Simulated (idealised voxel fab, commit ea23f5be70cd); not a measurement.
process module | voxel self aligned contacts
cross-section cut | 210 nm wide | cells 5 nm
A cross-section is a grid of square cells, given in bands from the top down. A band is one or more rows of cells.
Each band's line starts with the height of the band's top and of its bottom, in nm. Then come its materials from left to right, each with its width in nm. One material with "throughout" fills the band from edge to edge. "air" is empty space.
Height 0 is the level under which the wafer as received is all one material. The lowest band goes on downwards, as in "0 down".
A width such as "30 to 40" changes by the same amount from each row of cells to the next, from the band's top row to its bottom row.
"no change" after a step means that no cell of the cross-section changed.
closed voids: empty space of 8 cells or more with no open way to the top, each as width x height at its distance from the left edge, in nm
after a step's settings: what the simulator itself notes on the step
overlay nm, on a step with a mask: how far to the right of its planned place the mask lay; to the left if negative
Each pair below shows a cross-section before one step and the cross-section after it, down to the lowest band that changed. The line under each pair gives the step between them, with its settings. The pairs can come from different runs of this module on the same starting wafer, so a pair continues from the pair above only where its "before" says so.
before
  55 to 45: air 40 | aC 20 | air 35 | aC 20 | air 35 | aC 20 | air 40
  45 to 30: SiN throughout
  30 to 0: polySi throughout
  0 to -5: SiO2 throughout
  -5 down: Si throughout
  closed voids: none
after
  55 to 45: air 40 | aC 20 | air 35 | aC 20 | air 35 | aC 20 | air 40
  45 to 30: air 40 | SiN 20 | air 35 | SiN 20 | air 35 | SiN 20 | air 40
  below 30: unchanged
  closed voids: none
the step between: op DIRECTIONAL_ETCH | etch materials SiN | depth nm 15
before: the cross-section after the pair above
after
  55 to 45: air 40 | aC 20 | air 35 | aC 20 | air 35 | aC 20 | air 40
  45 to 30: air 40 | SiN 20 | air 35 | SiN 20 | air 35 | SiN 20 | air 40
  30 to 0: air 40 | polySi 20 | air 35 | polySi 20 | air 35 | polySi 20 | air 40
  below 0: unchanged
  closed voids: none
the step between: op DIRECTIONAL_ETCH | etch materials polySi | depth nm 30
before: the cross-section after the pair above
after
  45 to 30: air 40 | SiN 20 | air 35 | SiN 20 | air 35 | SiN 20 | air 40
  below 30: unchanged
  closed voids: none
the step between: op STRIP | etch materials aC
before: the cross-section after the pair above
after
  50 to 30: air 35 | SiN 30 | air 25 | SiN 30 | air 25 | SiN 30 | air 35
  30 to 5: air 35 | SiN 5 | polySi 20 | SiN 5 | air 25 | SiN 5 | polySi 20 | SiN 5 | air 25 | SiN 5 | polySi 20 | SiN 5 | air 35
  5 to 0: SiN 40 | polySi 20 | SiN 35 | polySi 20 | SiN 35 | polySi 20 | SiN 40
  below 0: unchanged
  closed voids: none
the step between: op CONFORMAL_DEP | material SiN | thk nm 5
before: the cross-section after the pair above
after
  45 to 30: air 35 | SiN 30 | air 25 | SiN 30 | air 25 | SiN 30 | air 35
  30 to 0: air 35 | SiN 5 | polySi 20 | SiN 5 | air 25 | SiN 5 | polySi 20 | SiN 5 | air 25 | SiN 5 | polySi 20 | SiN 5 | air 35
  below 0: unchanged
  closed voids: none
the step between: op DIRECTIONAL_ETCH | etch materials SiN | depth nm 5
before: the cross-section after the pair above
after
  60 to 45: SiO2 throughout
  45 to 30: SiO2 35 | SiN 30 | SiO2 25 | SiN 30 | SiO2 25 | SiN 30 | SiO2 35
  30 to 0: SiO2 35 | SiN 5 | polySi 20 | SiN 5 | SiO2 25 | SiN 5 | polySi 20 | SiN 5 | SiO2 25 | SiN 5 | polySi 20 | SiN 5 | SiO2 35
  below 0: unchanged
  closed voids: none
the step between: op FILL_DEP | material SiO2 | thk nm 15
before: the cross-section after the pair above
after
  55 to 45: SiO2 throughout
  below 45: unchanged
  closed voids: none
the step between: op CMP | height nm 55
before: the cross-section after the pair above
after
  75 to 55: resist 55 | air 40 | resist 15 | air 40 | resist 60
  below 55: unchanged
  closed voids: none
the step between: op PATTERN | tone open | mask id CONTACT | material resist | width nm 40 | pitch nm 55 | thk nm 20 | overlay nm 0
before: the cross-section after the pair above
after
  75 to 55: resist 55 | air 40 | resist 15 | air 40 | resist 60
  55 to 45: SiO2 55 | air 40 | SiO2 15 | air 40 | SiO2 60
  45 to 30: SiO2 35 | SiN 30 | air 25 | SiN 30 | air 25 | SiN 30 | SiO2 35
  30 to 0: SiO2 35 | SiN 5 | polySi 20 | SiN 5 | air 25 | SiN 5 | polySi 20 | SiN 5 | air 25 | SiN 5 | polySi 20 | SiN 5 | SiO2 35
  0 to -5: SiO2 65 | air 25 | SiO2 30 | air 25 | SiO2 65
  below -5: unchanged
  closed voids: none
the step between: op DIRECTIONAL_ETCH | etch materials SiO2 | depth nm 60
before: the cross-section after the pair above
after
  55 to 45: SiO2 55 | air 40 | SiO2 15 | air 40 | SiO2 60
  below 45: unchanged
  closed voids: none
the step between: op STRIP | etch materials resist
before: the cross-section after the pair above
after
  60 to 55: TiN 60 | air 30 | TiN 25 | air 30 | TiN 65
  55 to 45: SiO2 55 | TiN 5 to 15 | air 30 to 15 | TiN 5 to 10 | SiO2 15 | TiN 5 to 15 | air 30 to 15 | TiN 5 to 10 | SiO2 60
  45 to 30: SiO2 35 | SiN 30 | TiN 5 | air 15 | TiN 5 | SiN 30 | TiN 5 | air 15 | TiN 5 | SiN 30 | SiO2 35
  30 to 0: SiO2 35 | SiN 5 | polySi 20 | SiN 5 | TiN 5 | air 15 | TiN 5 | SiN 5 | polySi 20 | SiN 5 | TiN 5 | air 15 | TiN 5 | SiN 5 | polySi 20 | SiN 5 | SiO2 35
  0 to -5: SiO2 65 | TiN 25 | SiO2 30 | TiN 25 | SiO2 65
  below -5: unchanged
  closed voids: none
the step between: op CONFORMAL_DEP | material TiN | thk nm 5
before: the cross-section after the pair above
after
  70 to 60: Ru throughout
  60 to 55: TiN 60 | Ru 30 | TiN 25 | Ru 30 | TiN 65
  55 to 45: SiO2 55 | TiN 5 to 15 | Ru 30 to 15 | TiN 5 to 10 | SiO2 15 | TiN 5 to 15 | Ru 30 to 15 | TiN 5 to 10 | SiO2 60
  45 to 30: SiO2 35 | SiN 30 | TiN 5 | Ru 15 | TiN 5 | SiN 30 | TiN 5 | Ru 15 | TiN 5 | SiN 30 | SiO2 35
  30 to 0: SiO2 35 | SiN 5 | polySi 20 | SiN 5 | TiN 5 | Ru 15 | TiN 5 | SiN 5 | polySi 20 | SiN 5 | TiN 5 | Ru 15 | TiN 5 | SiN 5 | polySi 20 | SiN 5 | SiO2 35
  below 0: unchanged
  closed voids: none
the step between: op FILL_DEP | material Ru | thk nm 10
before: the cross-section after the pair above
after
  55 to 45: SiO2 55 | TiN 5 to 15 | Ru 30 to 15 | TiN 5 to 10 | SiO2 15 | TiN 5 to 15 | Ru 30 to 15 | TiN 5 to 10 | SiO2 60
  below 45: unchanged
  closed voids: none
the step between: op CMP | height nm 55
before: the cross-section after the pair above
after
  60 to 55: SiN throughout
  below 55: unchanged
  closed voids: none
the step between: op CONFORMAL_DEP | material SiN | thk nm 5
before
  55 to 45: aC throughout
  45 to 30: SiN throughout
  30 to 0: polySi throughout
  0 to -5: SiO2 throughout
  -5 down: Si throughout
  closed voids: none
after
  80 to 55: air 25 | resist 25 | air 30 | resist 25 | air 30 | resist 25 | air 50
  below 55: unchanged
  closed voids: none
the step between: op PATTERN | tone cover | mask id GATE | material resist | width nm 25 | pitch nm 55 | thk nm 25 | overlay nm -10
before: the cross-section after the pair above
after
  70 to 55: air 25 | resist 25 | air 30 | resist 25 | air 30 | resist 25 | air 50
  55 to 45: air 25 | aC 25 | air 30 | aC 25 | air 30 | aC 25 | air 50
  below 45: unchanged
  closed voids: none
the step between: op DIRECTIONAL_ETCH | etch materials aC | depth nm 10
before: the cross-section after the pair above
after
  55 to 45: air 25 | aC 25 | air 30 | aC 25 | air 30 | aC 25 | air 50
  below 45: unchanged
  closed voids: none
the step between: op STRIP | etch materials resist
before: the cross-section after the pair above
after
  55 to 45: air 25 | aC 25 | air 30 | aC 25 | air 30 | aC 25 | air 50
  45 to 30: air 25 | SiN 25 | air 30 | SiN 25 | air 30 | SiN 25 | air 50
  below 30: unchanged
  closed voids: none
the step between: op DIRECTIONAL_ETCH | etch materials SiN | depth nm 15
before: the cross-section after the pair above
after
  55 to 45: air 25 | aC 25 | air 30 | aC 25 | air 30 | aC 25 | air 50
  45 to 30: air 25 | SiN 25 | air 30 | SiN 25 | air 30 | SiN 25 | air 50
  30 to 0: air 25 | polySi 25 | air 30 | polySi 25 | air 30 | polySi 25 | air 50
  below 0: unchanged
  closed voids: none
the step between: op DIRECTIONAL_ETCH | etch materials polySi | depth nm 30
before: the cross-section after the pair above
after
  45 to 30: air 25 | SiN 25 | air 30 | SiN 25 | air 30 | SiN 25 | air 50
  below 30: unchanged
  closed voids: none
the step between: op STRIP | etch materials aC
before: the cross-section after the pair above
after
  50 to 30: air 20 | SiN 35 | air 20 | SiN 35 | air 20 | SiN 35 | air 45
  30 to 5: air 20 | SiN 5 | polySi 25 | SiN 5 | air 20 | SiN 5 | polySi 25 | SiN 5 | air 20 | SiN 5 | polySi 25 | SiN 5 | air 45
  5 to 0: SiN 25 | polySi 25 | SiN 30 | polySi 25 | SiN 30 | polySi 25 | SiN 50
  below 0: unchanged
  closed voids: none
the step between: op CONFORMAL_DEP | material SiN | thk nm 5
before: the cross-section after the pair above
after
  45 to 30: air 20 | SiN 35 | air 20 | SiN 35 | air 20 | SiN 35 | air 45
  30 to 0: air 20 | SiN 5 | polySi 25 | SiN 5 | air 20 | SiN 5 | polySi 25 | SiN 5 | air 20 | SiN 5 | polySi 25 | SiN 5 | air 45
  below 0: unchanged
  closed voids: none
the step between: op DIRECTIONAL_ETCH | etch materials SiN | depth nm 5
before: the cross-section after the pair above
after
  60 to 45: SiO2 throughout
  45 to 30: SiO2 20 | SiN 35 | SiO2 20 | SiN 35 | SiO2 20 | SiN 35 | SiO2 45
  30 to 0: SiO2 20 | SiN 5 | polySi 25 | SiN 5 | SiO2 20 | SiN 5 | polySi 25 | SiN 5 | SiO2 20 | SiN 5 | polySi 25 | SiN 5 | SiO2 45
  below 0: unchanged
  closed voids: none
the step between: op FILL_DEP | material SiO2 | thk nm 15
before: the cross-section after the pair above
after
  55 to 45: SiO2 throughout
  below 45: unchanged
  closed voids: none
the step between: op CMP | height nm 55
before: the cross-section after the pair above
after
  75 to 55: resist 55 | air 40 | resist 15 | air 40 | resist 60
  below 55: unchanged
  closed voids: none
the step between: op PATTERN | tone open | mask id CONTACT | material resist | width nm 40 | pitch nm 55 | thk nm 20 | overlay nm 0
before: the cross-section after the pair above
after
  75 to 55: resist 55 | air 40 | resist 15 | air 40 | resist 60
  55 to 45: SiO2 55 | air 40 | SiO2 15 | air 40 | SiO2 60
  45 to 30: SiO2 20 | SiN 35 | air 20 | SiN 35 | air 20 | SiN 35 | SiO2 45
  30 to 0: SiO2 20 | SiN 5 | polySi 25 | SiN 5 | air 20 | SiN 5 | polySi 25 | SiN 5 | air 20 | SiN 5 | polySi 25 | SiN 5 | SiO2 45
  0 to -5: SiO2 55 | air 20 | SiO2 35 | air 20 | SiO2 80
  below -5: unchanged
  closed voids: none
the step between: op DIRECTIONAL_ETCH | etch materials SiO2 | depth nm 60
before: the cross-section after the pair above
after
  55 to 45: SiO2 55 | air 40 | SiO2 15 | air 40 | SiO2 60
  below 45: unchanged
  closed voids: none
the step between: op STRIP | etch materials resist
before: the cross-section after the pair above
after
  60 to 55: TiN 60 | air 30 | TiN 25 | air 30 | TiN 65
  55 to 45: SiO2 55 | TiN 5 | air 30 to 10 | TiN 5 to 25 | SiO2 15 | TiN 5 | air 30 to 10 | TiN 5 to 25 | SiO2 60
  45 to 30: SiO2 20 | SiN 35 | TiN 5 | air 10 | TiN 5 | SiN 35 | TiN 5 | air 10 | TiN 5 | SiN 35 | SiO2 45
  30 to 0: SiO2 20 | SiN 5 | polySi 25 | SiN 5 | TiN 5 | air 10 | TiN 5 | SiN 5 | polySi 25 | SiN 5 | TiN 5 | air 10 | TiN 5 | SiN 5 | polySi 25 | SiN 5 | SiO2 45
  0 to -5: SiO2 55 | TiN 20 | SiO2 35 | TiN 20 | SiO2 80
  below -5: unchanged
  closed voids: none
the step between: op CONFORMAL_DEP | material TiN | thk nm 5
before: the cross-section after the pair above
after
  70 to 60: Ru throughout
  60 to 55: TiN 60 | Ru 30 | TiN 25 | Ru 30 | TiN 65
  55 to 45: SiO2 55 | TiN 5 | Ru 30 to 10 | TiN 5 to 25 | SiO2 15 | TiN 5 | Ru 30 to 10 | TiN 5 to 25 | SiO2 60
  45 to 30: SiO2 20 | SiN 35 | TiN 5 | Ru 10 | TiN 5 | SiN 35 | TiN 5 | Ru 10 | TiN 5 | SiN 35 | SiO2 45
  30 to 0: SiO2 20 | SiN 5 | polySi 25 | SiN 5 | TiN 5 | Ru 10 | TiN 5 | SiN 5 | polySi 25 | SiN 5 | TiN 5 | Ru 10 | TiN 5 | SiN 5 | polySi 25 | SiN 5 | SiO2 45
  below 0: unchanged
  closed voids: none
the step between: op FILL_DEP | material Ru | thk nm 10
before: the cross-section after the pair above
after
  55 to 45: SiO2 55 | TiN 5 | Ru 30 to 10 | TiN 5 to 25 | SiO2 15 | TiN 5 | Ru 30 to 10 | TiN 5 to 25 | SiO2 60
  below 45: unchanged
  closed voids: none
the step between: op CMP | height nm 55
before: the cross-section after the pair above
after
  60 to 55: SiN throughout
  below 55: unchanged
  closed voids: none
the step between: op CONFORMAL_DEP | material SiN | thk nm 5
before
  55 to 45: SiO2 55 | TiN 5 to 15 | Ru 30 to 10 | TiN 5 to 15 | SiO2 15 | TiN 5 to 15 | Ru 30 to 10 | TiN 5 to 15 | SiO2 60
  45 to 30: SiO2 30 | SiN 35 | TiN 5 | Ru 10 | TiN 5 | SiN 35 | TiN 5 | Ru 10 | TiN 5 | SiN 35 | SiO2 35
  30 to 0: SiO2 30 | SiN 5 | polySi 25 | SiN 5 | TiN 5 | Ru 10 | TiN 5 | SiN 5 | polySi 25 | SiN 5 | TiN 5 | Ru 10 | TiN 5 | SiN 5 | polySi 25 | SiN 5 | SiO2 35
  0 to -5: SiO2 65 | TiN 20 | SiO2 35 | TiN 20 | SiO2 70
  -5 down: Si throughout
  closed voids: none
after
  60 to 55: Ru throughout
  below 55: unchanged
  closed voids: none
the step between: op CONFORMAL_DEP | material Ru | thk nm 5
before
  55 to 45: aC throughout
  45 to 30: SiN throughout
  30 to 0: polySi throughout
  0 to -5: SiO2 throughout
  -5 down: Si throughout
  closed voids: none
after
  80 to 55: resist 35 | air 25 | resist 30 | air 25 | resist 30 | air 25 | resist 40
  below 55: unchanged
  closed voids: none
the step between: op PATTERN | tone open | mask id GATE | material resist | width nm 25 | pitch nm 55 | thk nm 25 | overlay nm 0
before: the cross-section after the pair above
after
  70 to 55: resist 35 | air 25 | resist 30 | air 25 | resist 30 | air 25 | resist 40
  55 to 45: aC 35 | air 25 | aC 30 | air 25 | aC 30 | air 25 | aC 40
  below 45: unchanged
  closed voids: none
the step between: op DIRECTIONAL_ETCH | etch materials aC | depth nm 10
before: the cross-section after the pair above
after
  55 to 45: aC 35 | air 25 | aC 30 | air 25 | aC 30 | air 25 | aC 40
  below 45: unchanged
  closed voids: none
the step between: op STRIP | etch materials resist
before: the cross-section after the pair above
after
  55 to 45: aC 35 | air 25 | aC 30 | air 25 | aC 30 | air 25 | aC 40
  45 to 30: SiN 35 | air 25 | SiN 30 | air 25 | SiN 30 | air 25 | SiN 40
  below 30: unchanged
  closed voids: none
the step between: op DIRECTIONAL_ETCH | etch materials SiN | depth nm 15
before: the cross-section after the pair above
after
  55 to 45: aC 35 | air 25 | aC 30 | air 25 | aC 30 | air 25 | aC 40
  45 to 30: SiN 35 | air 25 | SiN 30 | air 25 | SiN 30 | air 25 | SiN 40
  30 to 0: polySi 35 | air 25 | polySi 30 | air 25 | polySi 30 | air 25 | polySi 40
  below 0: unchanged
  closed voids: none
the step between: op DIRECTIONAL_ETCH | etch materials polySi | depth nm 30
before: the cross-section after the pair above
after
  45 to 30: SiN 35 | air 25 | SiN 30 | air 25 | SiN 30 | air 25 | SiN 40
  below 30: unchanged
  closed voids: none
the step between: op STRIP | etch materials aC
before: the cross-section after the pair above
after
  50 to 30: SiN 40 | air 15 | SiN 40 | air 15 | SiN 40 | air 15 | SiN 45
  30 to 5: polySi 35 | SiN 5 | air 15 | SiN 5 | polySi 30 | SiN 5 | air 15 | SiN 5 | polySi 30 | SiN 5 | air 15 | SiN 5 | polySi 40
  5 to 0: polySi 35 | SiN 25 | polySi 30 | SiN 25 | polySi 30 | SiN 25 | polySi 40
  below 0: unchanged
  closed voids: none
the step between: op CONFORMAL_DEP | material SiN | thk nm 5
before: the cross-section after the pair above
after
  45 to 30: SiN 40 | air 15 | SiN 40 | air 15 | SiN 40 | air 15 | SiN 45
  30 to 0: polySi 35 | SiN 5 | air 15 | SiN 5 | polySi 30 | SiN 5 | air 15 | SiN 5 | polySi 30 | SiN 5 | air 15 | SiN 5 | polySi 40
  below 0: unchanged
  closed voids: none
the step between: op DIRECTIONAL_ETCH | etch materials SiN | depth nm 5
before: the cross-section after the pair above
after
  60 to 45: SiO2 throughout
  45 to 30: SiN 40 | SiO2 15 | SiN 40 | SiO2 15 | SiN 40 | SiO2 15 | SiN 45
  30 to 0: polySi 35 | SiN 5 | SiO2 15 | SiN 5 | polySi 30 | SiN 5 | SiO2 15 | SiN 5 | polySi 30 | SiN 5 | SiO2 15 | SiN 5 | polySi 40
  below 0: unchanged
  closed voids: none
the step between: op FILL_DEP | material SiO2 | thk nm 15
before: the cross-section after the pair above
after
  55 to 45: SiO2 throughout
  below 45: unchanged
  closed voids: none
the step between: op CMP | height nm 55
before: the cross-section after the pair above
after
  75 to 55: resist 55 | air 40 | resist 15 | air 40 | resist 60
  below 55: unchanged
  closed voids: none
the step between: op PATTERN | tone open | mask id CONTACT | material resist | width nm 40 | pitch nm 55 | thk nm 20 | overlay nm 0
before: the cross-section after the pair above
after
  75 to 55: resist 55 | air 40 | resist 15 | air 40 | resist 60
  55 to 45: SiO2 55 | air 40 | SiO2 15 | air 40 | SiO2 60
  below 45: unchanged
  closed voids: none
the step between: op DIRECTIONAL_ETCH | etch materials SiO2 | depth nm 60
before: the cross-section after the pair above
after
  55 to 45: SiO2 55 | air 40 | SiO2 15 | air 40 | SiO2 60
  below 45: unchanged
  closed voids: none
the step between: op STRIP | etch materials resist
before: the cross-section after the pair above
after
  60 to 55: TiN 60 | air 30 | TiN 25 | air 30 | TiN 65
  55 to 50: SiO2 55 | TiN 5 | air 30 | TiN 5 | SiO2 15 | TiN 5 | air 30 | TiN 5 | SiO2 60
  50 to 45: SiO2 55 | TiN 40 | SiO2 15 | TiN 40 | SiO2 60
  below 45: unchanged
  closed voids: none
the step between: op CONFORMAL_DEP | material TiN | thk nm 5
before: the cross-section after the pair above
after
  70 to 60: Ru throughout
  60 to 55: TiN 60 | Ru 30 | TiN 25 | Ru 30 | TiN 65
  55 to 50: SiO2 55 | TiN 5 | Ru 30 | TiN 5 | SiO2 15 | TiN 5 | Ru 30 | TiN 5 | SiO2 60
  below 50: unchanged
  closed voids: none
the step between: op FILL_DEP | material Ru | thk nm 10
before: the cross-section after the pair above
after
  55 to 50: SiO2 55 | TiN 5 | Ru 30 | TiN 5 | SiO2 15 | TiN 5 | Ru 30 | TiN 5 | SiO2 60
  below 50: unchanged
  closed voids: none
the step between: op CMP | height nm 55
before: the cross-section after the pair above
after
  60 to 55: SiN throughout
  below 55: unchanged
  closed voids: none
the step between: op CONFORMAL_DEP | material SiN | thk nm 5
